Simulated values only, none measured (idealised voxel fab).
The following process module bears the name voxel transistor to metal.
cross-section cut | 285 nm wide | cells 5 nm
Notation: cross-section as square-cell grid; stated in bands, top first, going down; one or more cell rows per band. In this notation a band is specified by the heights of its top and bottom, in that order and in nm, after which its materials appear from left to right, each paired with its width in nm. The word "full width" attached to a single material means that material fills the band from edge to edge; the word "blank" stands for empty space. Height reference: 0 = level under which incoming wafer is all one material. Lowest band: no bottom, runs on downward, e.g. "0 down". Note: "30..40" means the width goes from the first number (top row of the band) to the second number (bottom row) in equal steps per row of cells. "everything unchanged" (step): cross-section cells unchanged, all of them. Empty spaces counting at least 8 cells and having no open way to the top are listed in "Closed void register". The notation width x height at distance is used for each, the distance being from the left edge and all three values in nm. Read whatever lies past the settings on a step's line as the simulator's own remark about the step. If you see "overlay nm" on a step's line and that step has a mask, it's telling you how far right of where it was planned the mask ended up; a negative number means it went left instead.
Below is the list of planned process steps
1: RECEIVE | material Si
2: OXIDIZE | depth nm 5
3: CONFORMAL_DEP | material SiN | thk nm 15
4: MASKED_ETCH | tone cover | mask id ACTIVE | width nm 115 | pitch nm 140 | etch materials SiN | depth nm 15 | overlay nm 0
5: MASKED_ETCH | tone cover | mask id ACTIVE | width nm 115 | pitch nm 140 | etch materials SiO2 | depth nm 5 | overlay nm 0
6: MASKED_ETCH | tone cover | mask id ACTIVE | width nm 115 | pitch nm 140 | etch materials Si | depth nm 30 | overlay nm 0
7: OXIDIZE | depth nm 5
8: FILL_DEP | material SiO2 | thk nm 5
9: CMP | height nm 15
10: SELECTIVE_ETCH | etch materials SiO2 | depth nm 5
11: STRIP | etch materials SiN
12: SELECTIVE_ETCH | etch materials SiO2 | depth nm 5
13: OXIDIZE | depth nm 5
14: DIRECTIONAL_DEP | material polySi | thk nm 20
15: DIRECTIONAL_DEP | material SiCN | thk nm 10
16: DIRECTIONAL_DEP | material aC | thk nm 15
17: PATTERN | tone cover | mask id GATE | material resist | width nm 25 | pitch nm 140 | thk nm 30 | overlay nm 0
18: DIRECTIONAL_ETCH | etch materials aC | depth nm 15
19: STRIP | etch materials resist
20: DIRECTIONAL_ETCH | etch materials SiCN | depth nm 20
21: DIRECTIONAL_ETCH | etch materials polySi | depth nm 30
22: STRIP | etch materials aC
23: CONFORMAL_DEP | material SiN | thk nm 10
24: DIRECTIONAL_ETCH | etch materials SiN | depth nm 10
25: DIRECTIONAL_ETCH | etch materials SiO2 | depth nm 5
26: DIRECTIONAL_ETCH | etch materials Si | depth nm 15
27: EPI | material SiGe | thk nm 15
28: FILL_DEP | material SiO2 | thk nm 5
29: CMP | height nm 15
30: STRIP | etch materials polySi
31: SELECTIVE_ETCH | etch materials SiO2 | depth nm 5
32: CONFORMAL_DEP | material HfO2 | thk nm 5
33: CONFORMAL_DEP | material TiN | thk nm 5
34: FILL_DEP | material W | thk nm 5
35: CMP | height nm 10
36: DIRECTIONAL_DEP | material SiO2 | thk nm 15
37: MASKED_ETCH | tone open | mask id CONTACT | width nm 20 | etch materials SiO2 | depth nm 35 | overlay nm 0
38: CONFORMAL_DEP | material TiN | thk nm 5
39: FILL_DEP | material Ru | thk nm 5
40: CMP | height nm 25
41: CONFORMAL_DEP | material SiCN | thk nm 5
42: DIRECTIONAL_DEP | material SiO2 | thk nm 25
43: DIRECTIONAL_DEP | material aC | thk nm 10
44: PATTERN | tone open | mask id METAL_1 | material resist | width nm 20 | thk nm 30 | overlay nm 0
45: DIRECTIONAL_ETCH | etch materials aC | depth nm 10
46: STRIP | etch materials resist
47: DIRECTIONAL_ETCH | etch materials SiO2 | depth nm 25
48: DIRECTIONAL_ETCH | etch materials SiCN | depth nm 5
49: STRIP | etch materials aC
50: CONFORMAL_DEP | material TiN | thk nm 5
51: FILL_DEP | material W | thk nm 5
52: CMP | height nm 55
53: CONFORMAL_DEP | material SiCN | thk nm 5
54: DIRECTIONAL_DEP | material SiO2 | thk nm 25
55: MASKED_ETCH | tone open | mask id METAL_2_HOLES | width nm 15 | pitch nm 140 | etch materials SiO2 | depth nm 25 | overlay nm 0
56: DIRECTIONAL_DEP | material aC | thk nm 10
57: PATTERN | tone open | mask id METAL_2 | material resist | width nm 20 | pitch nm 140 | thk nm 25 | overlay nm 0
58: DIRECTIONAL_ETCH | etch materials aC | depth nm 10
59: STRIP | etch materials resist
60: DIRECTIONAL_ETCH | etch materials SiO2 | depth nm 15
61: DIRECTIONAL_ETCH | etch materials SiCN | depth nm 5
62: STRIP | etch materials aC
63: CONFORMAL_DEP | material TiN | thk nm 5
64: FILL_DEP | material Cu | thk nm 5
65: CMP | height nm 85
66: CONFORMAL_DEP | material SiCN | thk nm 5
Here's what the wafer looked like in cross-section when it arrived - that's after step 1
> 0 down: Si full width
> Closed void register: none
The cross-section shown corresponds to the wafer at the conclusion of the module. The initial structure and the process plan are those presented above; however, one mistake occurred in executing the plan
> 90 to 85: SiCN full width
> 85 to 75: SiO2=20  TiN=5  Cu=10  TiN=5  SiO2=120  TiN=5  Cu=10  TiN=5  SiO2=105
> 75 to 70: SiO2=20  TiN=5  Cu=5  TiN=10  SiO2=120  TiN=5  Cu=5  TiN=10  SiO2=105
> 70 to 60: SiO2=20  TiN=5  Cu=5  TiN=5  SiO2=125  TiN=5  Cu=5  TiN=5  SiO2=110
> 60 to 55: SiCN=20  TiN=15  SiCN=125  TiN=15  SiCN=110
> 55 to 30: SiO2=20  TiN=5  W=10  TiN=5  SiO2=65  TiN=5  W=10  TiN=5  SiO2=35  TiN=5  W=10  TiN=5  SiO2=65  TiN=5  W=10  TiN=5  SiO2=20
> 30 to 25: SiCN=20  TiN=20  SiCN=65  TiN=20  SiCN=35  TiN=20  SiCN=65  TiN=20  SiCN=20
> 25 to 15: SiO2=20  TiN=5  Ru=10  TiN=5  SiO2=65  TiN=5  Ru=10  TiN=5  SiO2=35  TiN=5  Ru=10  TiN=5  SiO2=65  TiN=5  Ru=10  TiN=5  SiO2=20
> 15 to 10: SiO2=20  TiN=20  SiO2=65  TiN=20  SiO2=35  TiN=20  SiO2=65  TiN=20  SiO2=20
> 10 to 5: SiO2=20  SiGe=30  SiN=10  HfO2=5  TiN=5  W=5  TiN=5  HfO2=5  SiN=10  SiGe=30  SiO2=35  SiGe=30  SiN=10  HfO2=5  TiN=5  W=5  TiN=5  HfO2=5  SiN=10  SiGe=30  SiO2=20
> 5 to 0: SiO2=10  SiN=10  SiGe=30  SiN=10  HfO2=5  TiN=5  W=5  TiN=5  HfO2=5  SiN=10  SiGe=30  SiN=10  SiO2=15  SiN=10  SiGe=30  SiN=10  HfO2=5  TiN=5  W=5  TiN=5  HfO2=5  SiN=10  SiGe=30  SiN=10  SiO2=10
> 0 to -5: SiO2=10  SiN=10  SiGe=30  SiN=10  HfO2=5  TiN=15  HfO2=5  SiN=10  SiGe=30  SiN=10  SiO2=15  SiN=10  SiGe=30  SiN=10  HfO2=5  TiN=15  HfO2=5  SiN=10  SiGe=30  SiN=10  SiO2=10
> -5 to -10: SiO2=20  SiGe=30  SiO2=5  HfO2=35  SiO2=5  SiGe=30  SiO2=35  SiGe=30  SiO2=5  HfO2=35  SiO2=5  SiGe=30  SiO2=20
> -10 to -25: SiO2=20  SiGe=30  Si=45  SiGe=30  SiO2=35  SiGe=30  Si=45  SiGe=30  SiO2=20
> -25 to -40: SiO2=20  Si=105  SiO2=35  Si=105  SiO2=20
> -40 down: Si full width
> Closed void register: none
Deviation noted in wafer processing: step 27 of the plan was carried out twice
